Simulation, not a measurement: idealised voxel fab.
Process module in this document: voxel self aligned contacts
Section cut is 245 nm wide and gridded with 5 nm square cells.
Cross-section, as written here: a square-cell grid given band by band from the top down, where a band holds one or more rows of cells. Look at the band entry: it leads with the top's height and the bottom's height in nm. Then it lists the materials left to right, with a width in nm for each. The word "all across" on a single material says that material fills the band edge to edge. The word "empty" is empty space. Counting heights begins at 0, where everything beneath is, in the wafer as received, one material. The lowest band has no bottom; it goes on downwards, as "0..down" shows. You'd read "30->40" like this: the band's top row of cells is as wide as the first number, its bottom row is as wide as the second, and going down, every row changes width by the same amount as the row before did. A step reported as "nothing altered" is a step in which no cell of the cross-section changed. Under "Unvented cavities" you'll find the enclosed gaps, the ones with no way out to the top, that are 8 cells or bigger; each reads width x height at distance, with distance counted from the left edge, everything in nm. Anything after a step's settings on that line? It's the simulator's own note about the step. "overlay nm" on a masked step: distance the mask lay right of its planned place, negative for left.

**This section lists the process steps that were planned**
1) RECEIVE: material Si
2) OXIDIZE: depth nm 5
3) DIRECTIONAL_DEP: material polySi, thk nm 30
4) DIRECTIONAL_DEP: material SiN, thk nm 15
5) MASKED_ETCH: tone cover, mask id GATE, width nm 35, pitch nm 70, etch materials SiN, depth nm 15, overlay nm 0
6) MASKED_ETCH: tone cover, mask id GATE, width nm 35, pitch nm 70, etch materials polySi, depth nm 30, overlay nm 0
7) CONFORMAL_DEP: material SiN, thk nm 5
8) DIRECTIONAL_ETCH: etch materials SiN, depth nm 5
9) FILL_DEP: material SiO2, thk nm 15
10) CMP: height nm 50
11) DIRECTIONAL_DEP: material aC, thk nm 15
12) PATTERN: tone open, mask id CONTACT, material resist, width nm 55, pitch nm 70, thk nm 35, overlay nm 0
13) DIRECTIONAL_ETCH: etch materials aC, depth nm 15
14) STRIP: etch materials resist
15) DIRECTIONAL_ETCH: etch materials SiO2, depth nm 55
16) STRIP: etch materials aC
17) CONFORMAL_DEP: material TiN, thk nm 5
18) FILL_DEP: material Ru, thk nm 10
19) CMP: height nm 50
20) CONFORMAL_DEP: material SiCN, thk nm 5

**Cross-section of the wafer at receipt, which is the condition after step 1**
0..down: Si all across
Unvented cavities: none

**As-planned run: cross-section of the first of two wafers at end of module**
55..50: SiCN all across
50..45: SiO2 (60), then TiN (20), then Ru (15), then TiN (20), then SiO2 (15), then TiN (20), then Ru (15), then TiN (20), then SiO2 (60)
45..30: SiO2 (30), then SiN (45), then TiN (5), then Ru (15), then TiN (5), then SiN (45), then TiN (5), then Ru (15), then TiN (5), then SiN (45), then SiO2 (30)
30..0: SiO2 (30), then SiN (5), then polySi (35), then SiN (5), then TiN (5), then Ru (15), then TiN (5), then SiN (5), then polySi (35), then SiN (5), then TiN (5), then Ru (15), then TiN (5), then SiN (5), then polySi (35), then SiN (5), then SiO2 (30)
0..-5: SiO2 (75), then TiN (25), then SiO2 (45), then TiN (25), then SiO2 (75)
-5..down: Si all across
Unvented cavities: none

**Second wafer of the two, sectioned at the end of the module. It began like the first and followed the same plan, but one mistake was made while running it**
55..50: SiCN all across
50..45: SiO2 (60), then TiN (20), then Ru (15), then TiN (20), then SiO2 (15), then TiN (20), then Ru (15), then TiN (20), then SiO2 (60)
45..40: SiO2 (30), then SiN (45), then TiN (25), then SiN (45), then TiN (25), then SiN (45), then SiO2 (30)
40..30: SiN all across
30..0: polySi all across
0..-5: SiO2 all across
-5..down: Si all across
Unvented cavities: none
Heads up, the wafer didn't run the way we planned it: step 5 off recipe, ran as MASKED_ETCH: tone cover, mask id GATE, width nm 35, pitch nm 70, etch materials SiN, depth nm 5, overlay nm 0
FYI, end of process, the second wafer has more or fewer cells of some materials than the first: Ru -54; SiN +8; SiO2 -86; TiN -36; polySi +168
